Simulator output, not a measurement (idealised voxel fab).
Process module under the name voxel wiring stack
FYI the section here is cut, 160 nm wide, cells are 5 nm squares.
If you're reading a cross-section in this doc, picture square cells in a grid; it comes to you as bands, top ones listed first down to the bottom, and a band can be one or more rows of cells.
Band: top and bottom heights (nm) first, top before bottom; then materials from left to right, widths in nm. "throughout" marks a sole material filling the band edge to edge. "air" denotes empty space.
Convention: height 0 is the level below which the wafer, as received, is all one material. The lowest band does not terminate at the bottom but continues downward, represented as "from 0 down".
A two-number width, for instance "30 to 40", indicates that the width is equal to the first number in the top row of the band and to the second number in the bottom row, and that it changes by a constant amount per row of cells.
"nothing got changed" (step): cross-section cells unchanged, all of them.
If an empty space has no open way to the top and is at least 8 cells in size, "Unvented voids" lists it, written width x height at distance, where distance is measured from the left edge and every value is in nm.
Step line, after settings: the simulator's comment on this step.
Steps that use a mask can have "overlay nm" on their line. It says how far the mask sat to the right of where it was meant to be. Negative means to the left.

Steps planned for the process:
1: op RECEIVE | material Si
2: op CONFORMAL_DEP | material SiO2 | thk nm 15
3: op DIRECTIONAL_DEP | material TiN | thk nm 5
4: op DIRECTIONAL_DEP | material W | thk nm 15
5: op DIRECTIONAL_DEP | material aC | thk nm 10
6: op PATTERN | tone cover | mask id METAL_1 | material resist | width nm 20 | pitch nm 45 | thk nm 25 | overlay nm 0
7: op DIRECTIONAL_ETCH | etch materials aC | depth nm 10
8: op STRIP | etch materials resist
9: op DIRECTIONAL_ETCH | etch materials W | depth nm 15
10: op DIRECTIONAL_ETCH | etch materials TiN | depth nm 5
11: op STRIP | etch materials aC
12: op CONFORMAL_DEP | material SiN | thk nm 5
13: op FILL_DEP | material lowk | thk nm 10
14: op CMP | height nm 35
15: op CONFORMAL_DEP | material SiCN | thk nm 5
16: op DIRECTIONAL_DEP | material lowk | thk nm 20
17: op PATTERN | tone open | mask id PLUG_1 | material resist | width nm 15 | thk nm 15 | overlay nm 0
18: op DIRECTIONAL_ETCH | etch materials lowk | depth nm 20
19: op DIRECTIONAL_ETCH | etch materials SiCN | depth nm 5
20: op STRIP | etch materials resist
21: op CONFORMAL_DEP | material TiN | thk nm 5
22: op FILL_DEP | material W | thk nm 5
23: op CMP | height nm 60
24: op CONFORMAL_DEP | material SiN | thk nm 5
25: op DIRECTIONAL_DEP | material lowk | thk nm 20
26: op PATTERN | tone open | mask id METAL_2 | material resist | width nm 20 | pitch nm 45 | thk nm 15 | overlay nm 0
27: op DIRECTIONAL_ETCH | etch materials lowk | depth nm 20
28: op DIRECTIONAL_ETCH | etch materials SiN | depth nm 5
29: op STRIP | etch materials resist
30: op CONFORMAL_DEP | material TiN | thk nm 5
31: op FILL_DEP | material Ru | thk nm 5
32: op CMP | height nm 85
33: op CONFORMAL_DEP | material SiCN | thk nm 5
34: op DIRECTIONAL_DEP | material lowk | thk nm 10
35: op MASKED_ETCH | tone open | mask id PLUG_2 | width nm 15 | pitch nm 45 | etch materials lowk | depth nm 10 | overlay nm 0
36: op MASKED_ETCH | tone open | mask id PLUG_2 | width nm 15 | pitch nm 45 | etch materials SiCN | depth nm 5 | overlay nm 0
37: op EPI | material Ru | thk nm 10
38: op EPI | material Ru | thk nm 5
39: op CONFORMAL_DEP | material SiCN | thk nm 5
40: op DIRECTIONAL_DEP | material SiO2 | thk nm 20
41: op PATTERN | tone open | mask id METAL_3 | material resist | width nm 20 | pitch nm 45 | thk nm 20 | overlay nm 0
42: op DIRECTIONAL_ETCH | etch materials SiO2 | depth nm 20
43: op DIRECTIONAL_ETCH | etch materials SiCN | depth nm 5
44: op STRIP | etch materials resist
45: op CONFORMAL_DEP | material TiN | thk nm 5
46: op FILL_DEP | material Cu | thk nm 5
47: op CMP | height nm 125
48: op EPI | material Ru | thk nm 5
49: op FILL_DEP | material SiCN | thk nm 5

First wafer, as planned:

Incoming wafer, cross-sectional view, post step 1:
* from 0 down  Si throughout
* Unvented voids: none

Sectional view: wafer, after step 2:
* from 15 to 0  SiO2 throughout
* All layers under 0 are left as they were.

Sectional view: wafer, after step 3:
* from 20 to 15  TiN throughout
* All layers under 15 are left as they were.

Sectional view: wafer, after step 4:
* from 35 to 20  W throughout
* All layers under 20 are left as they were.

Sectional view: wafer, after step 5:
* from 45 to 35  aC throughout
* All layers under 35 are left as they were.

Sectional view: wafer, after step 6:
* from 70 to 45  air: 45 / resist: 20 / air: 25 / resist: 20 / air: 50
* All layers under 45 are left as they were.

Sectional view: wafer, after step 7:
* from 60 to 45  air: 45 / resist: 20 / air: 25 / resist: 20 / air: 50
* from 45 to 35  air: 45 / aC: 20 / air: 25 / aC: 20 / air: 50
* All layers under 35 are left as they were.

Sectional view: wafer, after step 8:
* from 45 to 35  air: 45 / aC: 20 / air: 25 / aC: 20 / air: 50
* All layers under 35 are left as they were.

Sectional view: wafer, after step 9:
* from 45 to 35  air: 45 / aC: 20 / air: 25 / aC: 20 / air: 50
* from 35 to 20  air: 45 / W: 20 / air: 25 / W: 20 / air: 50
* All layers under 20 are left as they were.

Sectional view: wafer, after step 10:
* from 45 to 35  air: 45 / aC: 20 / air: 25 / aC: 20 / air: 50
* from 35 to 20  air: 45 / W: 20 / air: 25 / W: 20 / air: 50
* from 20 to 15  air: 45 / TiN: 20 / air: 25 / TiN: 20 / air: 50
* All layers under 15 are left as they were.

Sectional view: wafer, after step 11:
* from 35 to 20  air: 45 / W: 20 / air: 25 / W: 20 / air: 50
* All layers under 20 are left as they were.

Sectional view: wafer, after step 12:
* from 40 to 35  air: 40 / SiN: 30 / air: 15 / SiN: 30 / air: 45
* from 35 to 20  air: 40 / SiN: 5 / W: 20 / SiN: 5 / air: 15 / SiN: 5 / W: 20 / SiN: 5 / air: 45
* from 20 to 15  SiN: 45 / TiN: 20 / SiN: 25 / TiN: 20 / SiN: 50
* All layers under 15 are left as they were.

Sectional view: wafer, after step 13:
* from 50 to 40  lowk throughout
* from 40 to 35  lowk: 40 / SiN: 30 / lowk: 15 / SiN: 30 / lowk: 45
* from 35 to 20  lowk: 40 / SiN: 5 / W: 20 / SiN: 5 / lowk: 15 / SiN: 5 / W: 20 / SiN: 5 / lowk: 45
* All layers under 20 are left as they were.

Sectional view: wafer, after step 14:
* from 35 to 20  lowk: 40 / SiN: 5 / W: 20 / SiN: 5 / lowk: 15 / SiN: 5 / W: 20 / SiN: 5 / lowk: 45
* All layers under 20 are left as they were.

Sectional view: wafer, after step 15:
* from 40 to 35  SiCN throughout
* All layers under 35 are left as they were.

Sectional view: wafer, after step 16:
* from 60 to 40  lowk throughout
* All layers under 40 are left as they were.

Sectional view: wafer, after step 17:
* from 75 to 60  resist: 45 / air: 15 / resist: 100
* All layers under 60 are left as they were.

Sectional view: wafer, after step 18:
* from 75 to 60  resist: 45 / air: 15 / resist: 100
* from 60 to 40  lowk: 45 / air: 15 / lowk: 100
* All layers under 40 are left as they were.

Sectional view: wafer, after step 19:
* from 75 to 60  resist: 45 / air: 15 / resist: 100
* from 60 to 40  lowk: 45 / air: 15 / lowk: 100
* from 40 to 35  SiCN: 45 / air: 15 / SiCN: 100
* All layers under 35 are left as they were.

Sectional view: wafer, after step 20:
* from 60 to 40  lowk: 45 / air: 15 / lowk: 100
* All layers under 40 are left as they were.

Sectional view: wafer, after step 21:
* from 65 to 60  TiN: 50 / air: 5 / TiN: 105
* from 60 to 40  lowk: 45 / TiN: 5 / air: 5 / TiN: 5 / lowk: 100
* from 40 to 35  SiCN: 45 / TiN: 15 / SiCN: 100
* All layers under 35 are left as they were.

Sectional view: wafer, after step 22:
* from 70 to 65  W throughout
* from 65 to 60  TiN: 50 / W: 5 / TiN: 105
* from 60 to 40  lowk: 45 / TiN: 5 / W: 5 / TiN: 5 / lowk: 100
* All layers under 40 are left as they were.

Sectional view: wafer, after step 23:
* from 60 to 40  lowk: 45 / TiN: 5 / W: 5 / TiN: 5 / lowk: 100
* All layers under 40 are left as they were.

Sectional view: wafer, after step 24:
* from 65 to 60  SiN throughout
* All layers under 60 are left as they were.

Sectional view: wafer, after step 25:
* from 85 to 65  lowk throughout
* All layers under 65 are left as they were.

Sectional view: wafer, after step 26:
* from 100 to 85  resist: 45 / air: 20 / resist: 25 / air: 20 / resist: 50
* All layers under 85 are left as they were.

Sectional view: wafer, after step 27:
* from 100 to 85  resist: 45 / air: 20 / resist: 25 / air: 20 / resist: 50
* from 85 to 65  lowk: 45 / air: 20 / lowk: 25 / air: 20 / lowk: 50
* All layers under 65 are left as they were.

Sectional view: wafer, after step 28:
* from 100 to 85  resist: 45 / air: 20 / resist: 25 / air: 20 / resist: 50
* from 85 to 65  lowk: 45 / air: 20 / lowk: 25 / air: 20 / lowk: 50
* from 65 to 60  SiN: 45 / air: 20 / SiN: 25 / air: 20 / SiN: 50
* All layers under 60 are left as they were.

Sectional view: wafer, after step 29:
* from 85 to 65  lowk: 45 / air: 20 / lowk: 25 / air: 20 / lowk: 50
* All layers under 65 are left as they were.

Sectional view: wafer, after step 30:
* from 90 to 85  TiN: 50 / air: 10 / TiN: 35 / air: 10 / TiN: 55
* from 85 to 65  lowk: 45 / TiN: 5 / air: 10 / TiN: 5 / lowk: 25 / TiN: 5 / air: 10 / TiN: 5 / lowk: 50
* from 65 to 60  SiN: 45 / TiN: 20 / SiN: 25 / TiN: 20 / SiN: 50
* All layers under 60 are left as they were.

Sectional view: wafer, after step 31:
* from 95 to 90  Ru throughout
* from 90 to 85  TiN: 50 / Ru: 10 / TiN: 35 / Ru: 10 / TiN: 55
* from 85 to 65  lowk: 45 / TiN: 5 / Ru: 10 / TiN: 5 / lowk: 25 / TiN: 5 / Ru: 10 / TiN: 5 / lowk: 50
* All layers under 65 are left as they were.

Sectional view: wafer, after step 32:
* from 85 to 65  lowk: 45 / TiN: 5 / Ru: 10 / TiN: 5 / lowk: 25 / TiN: 5 / Ru: 10 / TiN: 5 / lowk: 50
* All layers under 65 are left as they were.

Sectional view: wafer, after step 33:
* from 90 to 85  SiCN throughout
* All layers under 85 are left as they were.

Sectional view: wafer, after step 34:
* from 100 to 90  lowk throughout
* All layers under 90 are left as they were.

Sectional view: wafer, after step 35:
* from 100 to 90  lowk: 45 / air: 15 / lowk: 30 / air: 15 / lowk: 55
* All layers under 90 are left as they were.

Sectional view: wafer, after step 36:
* from 100 to 90  lowk: 45 / air: 15 / lowk: 30 / air: 15 / lowk: 55
* from 90 to 85  SiCN: 45 / air: 15 / SiCN: 30 / air: 15 / SiCN: 55
* All layers under 85 are left as they were.

Sectional view: wafer, after step 37:
* from 100 to 95  lowk: 45 / air: 15 / lowk: 30 / air: 15 / lowk: 55
* from 95 to 90  lowk: 45 / Ru: 15 / lowk: 30 / Ru: 15 / lowk: 55
* from 90 to 85  SiCN: 45 / Ru: 15 / SiCN: 30 / Ru: 15 / SiCN: 55
* All layers under 85 are left as they were.

Sectional view: wafer, after step 38:
* from 100 to 90  lowk: 45 / Ru: 15 / lowk: 30 / Ru: 15 / lowk: 55
* All layers under 90 are left as they were.

Sectional view: wafer, after step 39:
* from 105 to 100  SiCN throughout
* All layers under 100 are left as they were.

Sectional view: wafer, after step 40:
* from 125 to 105  SiO2 throughout
* All layers under 105 are left as they were.

Sectional view: wafer, after step 41:
* from 145 to 125  resist: 45 / air: 20 / resist: 25 / air: 20 / resist: 50
* All layers under 125 are left as they were.

Sectional view: wafer, after step 42:
* from 145 to 125  resist: 45 / air: 20 / resist: 25 / air: 20 / resist: 50
* from 125 to 105  SiO2: 45 / air: 20 / SiO2: 25 / air: 20 / SiO2: 50
* All layers under 105 are left as they were.

Sectional view: wafer, after step 43:
* from 145 to 125  resist: 45 / air: 20 / resist: 25 / air: 20 / resist: 50
* from 125 to 105  SiO2: 45 / air: 20 / SiO2: 25 / air: 20 / SiO2: 50
* from 105 to 100  SiCN: 45 / air: 20 / SiCN: 25 / air: 20 / SiCN: 50
* All layers under 100 are left as they were.

Sectional view: wafer, after step 44:
* from 125 to 105  SiO2: 45 / air: 20 / SiO2: 25 / air: 20 / SiO2: 50
* All layers under 105 are left as they were.

Sectional view: wafer, after step 45:
* from 130 to 125  TiN: 50 / air: 10 / TiN: 35 / air: 10 / TiN: 55
* from 125 to 105  SiO2: 45 / TiN: 5 / air: 10 / TiN: 5 / SiO2: 25 / TiN: 5 / air: 10 / TiN: 5 / SiO2: 50
* from 105 to 100  SiCN: 45 / TiN: 20 / SiCN: 25 / TiN: 20 / SiCN: 50
* All layers under 100 are left as they were.

Sectional view: wafer, after step 46:
* from 135 to 130  Cu throughout
* from 130 to 125  TiN: 50 / Cu: 10 / TiN: 35 / Cu: 10 / TiN: 55
* from 125 to 105  SiO2: 45 / TiN: 5 / Cu: 10 / TiN: 5 / SiO2: 25 / TiN: 5 / Cu: 10 / TiN: 5 / SiO2: 50
* All layers under 105 are left as they were.

Sectional view: wafer, after step 47:
* from 125 to 105  SiO2: 45 / TiN: 5 / Cu: 10 / TiN: 5 / SiO2: 25 / TiN: 5 / Cu: 10 / TiN: 5 / SiO2: 50
* All layers under 105 are left as they were.

Sectional view: wafer, after step 48:
* from 130 to 125  air: 40 / Ru: 30 / air: 15 / Ru: 30 / air: 45
* All layers under 125 are left as they were.

Sectional view: wafer, after step 49:
* from 135 to 130  SiCN throughout
* from 130 to 125  SiCN: 40 / Ru: 30 / SiCN: 15 / Ru: 30 / SiCN: 45
* All layers under 125 are left as they were.

Second wafer. Start and plan as for the first. One mistake made in running. Agrees with the first up to and including step 36:

Cross-section of the second wafer when, according to plan, step 37 should have finished:
* from 105 to 100  air: 40 / Ru: 25 / air: 20 / Ru: 25 / air: 50
* from 100 to 90  lowk: 45 / Ru: 15 / lowk: 30 / Ru: 15 / lowk: 55
* from 90 to 85  SiCN: 45 / Ru: 15 / SiCN: 30 / Ru: 15 / SiCN: 55
* All layers under 85 are left as they were.

Cross-section of the second wafer when, according to plan, step 38 should have finished:
* from 110 to 100  air: 35 / Ru: 35 / air: 10 / Ru: 35 / air: 45
* All layers under 100 are left as they were.

Cross-section of the second wafer when, according to plan, step 39 should have finished:
* from 115 to 110  air: 30 / SiCN: 90 / air: 40
* from 110 to 105  air: 30 / SiCN: 5 / Ru: 35 / SiCN: 10 / Ru: 35 / SiCN: 5 / air: 40
* from 105 to 100  SiCN: 35 / Ru: 35 / SiCN: 10 / Ru: 35 / SiCN: 45
* All layers under 100 are left as they were.

Cross-section of the second wafer when, according to plan, step 40 should have finished:
* from 135 to 125  air: 30 / SiO2: 90 / air: 40
* from 125 to 115  SiO2 throughout
* from 115 to 110  SiO2: 30 / SiCN: 90 / SiO2: 40
* from 110 to 105  SiO2: 30 / SiCN: 5 / Ru: 35 / SiCN: 10 / Ru: 35 / SiCN: 5 / SiO2: 40
* All layers under 105 are left as they were.

Cross-section of the second wafer when, according to plan, step 41 should have finished:
* from 155 to 135  resist: 45 / air: 20 / resist: 25 / air: 20 / resist: 50
* from 135 to 125  resist: 30 / SiO2: 90 / resist: 40
* All layers under 125 are left as they were.

Cross-section of the second wafer when, according to plan, step 42 should have finished:
* from 155 to 135  resist: 45 / air: 20 / resist: 25 / air: 20 / resist: 50
* from 135 to 125  resist: 30 / SiO2: 15 / air: 20 / SiO2: 25 / air: 20 / SiO2: 10 / resist: 40
* from 125 to 115  SiO2: 45 / air: 20 / SiO2: 25 / air: 20 / SiO2: 50
* All layers under 115 are left as they were.

Cross-section of the second wafer when, according to plan, step 43 should have finished:
* from 155 to 135  resist: 45 / air: 20 / resist: 25 / air: 20 / resist: 50
* from 135 to 125  resist: 30 / SiO2: 15 / air: 20 / SiO2: 25 / air: 20 / SiO2: 10 / resist: 40
* from 125 to 115  SiO2: 45 / air: 20 / SiO2: 25 / air: 20 / SiO2: 50
* from 115 to 110  SiO2: 30 / SiCN: 15 / air: 20 / SiCN: 25 / air: 20 / SiCN: 10 / SiO2: 40
* All layers under 110 are left as they were.

Cross-section of the second wafer when, according to plan, step 44 should have finished:
* from 135 to 125  air: 30 / SiO2: 15 / air: 20 / SiO2: 25 / air: 20 / SiO2: 10 / air: 40
* All layers under 125 are left as they were.

Cross-section of the second wafer when, according to plan, step 45 should have finished:
* from 140 to 135  air: 25 / TiN: 25 / air: 10 / TiN: 35 / air: 10 / TiN: 20 / air: 35
* from 135 to 130  air: 25 / TiN: 5 / SiO2: 15 / TiN: 5 / air: 10 / TiN: 5 / SiO2: 25 / TiN: 5 / air: 10 / TiN: 5 / SiO2: 10 / TiN: 5 / air: 35
* from 130 to 125  TiN: 30 / SiO2: 15 / TiN: 5 / air: 10 / TiN: 5 / SiO2: 25 / TiN: 5 / air: 10 / TiN: 5 / SiO2: 10 / TiN: 40
* from 125 to 115  SiO2: 45 / TiN: 5 / air: 10 / TiN: 5 / SiO2: 25 / TiN: 5 / air: 10 / TiN: 5 / SiO2: 50
* from 115 to 110  SiO2: 30 / SiCN: 15 / TiN: 20 / SiCN: 25 / TiN: 20 / SiCN: 10 / SiO2: 40
* All layers under 110 are left as they were.

Cross-section of the second wafer when, according to plan, step 46 should have finished:
* from 145 to 140  Cu throughout
* from 140 to 135  Cu: 25 / TiN: 25 / Cu: 10 / TiN: 35 / Cu: 10 / TiN: 20 / Cu: 35
* from 135 to 130  Cu: 25 / TiN: 5 / SiO2: 15 / TiN: 5 / Cu: 10 / TiN: 5 / SiO2: 25 / TiN: 5 / Cu: 10 / TiN: 5 / SiO2: 10 / TiN: 5 / Cu: 35
* from 130 to 125  TiN: 30 / SiO2: 15 / TiN: 5 / Cu: 10 / TiN: 5 / SiO2: 25 / TiN: 5 / Cu: 10 / TiN: 5 / SiO2: 10 / TiN: 40
* from 125 to 115  SiO2: 45 / TiN: 5 / Cu: 10 / TiN: 5 / SiO2: 25 / TiN: 5 / Cu: 10 / TiN: 5 / SiO2: 50
* All layers under 115 are left as they were.

Cross-section of the second wafer when, according to plan, step 47 should have finished:
* from 125 to 115  SiO2: 45 / TiN: 5 / Cu: 10 / TiN: 5 / SiO2: 25 / TiN: 5 / Cu: 10 / TiN: 5 / SiO2: 50
* All layers under 115 are left as they were.

Cross-section of the second wafer when, according to plan, step 48 should have finished:
* from 130 to 125  air: 40 / Ru: 30 / air: 15 / Ru: 30 / air: 45
* All layers under 125 are left as they were.

Cross-section of the second wafer when, according to plan, step 49 should have finished:
* from 135 to 130  SiCN throughout
* from 130 to 125  SiCN: 40 / Ru: 30 / SiCN: 15 / Ru: 30 / SiCN: 45
* All layers under 125 are left as they were.
Deviation noted in wafer processing: step 37 of the plan was twice carried out
Counted in cells at the end, the second wafer holds more or fewer of these materials than the first: Cu -8; Ru +28; SiCN +8; SiO2 -20; TiN -8
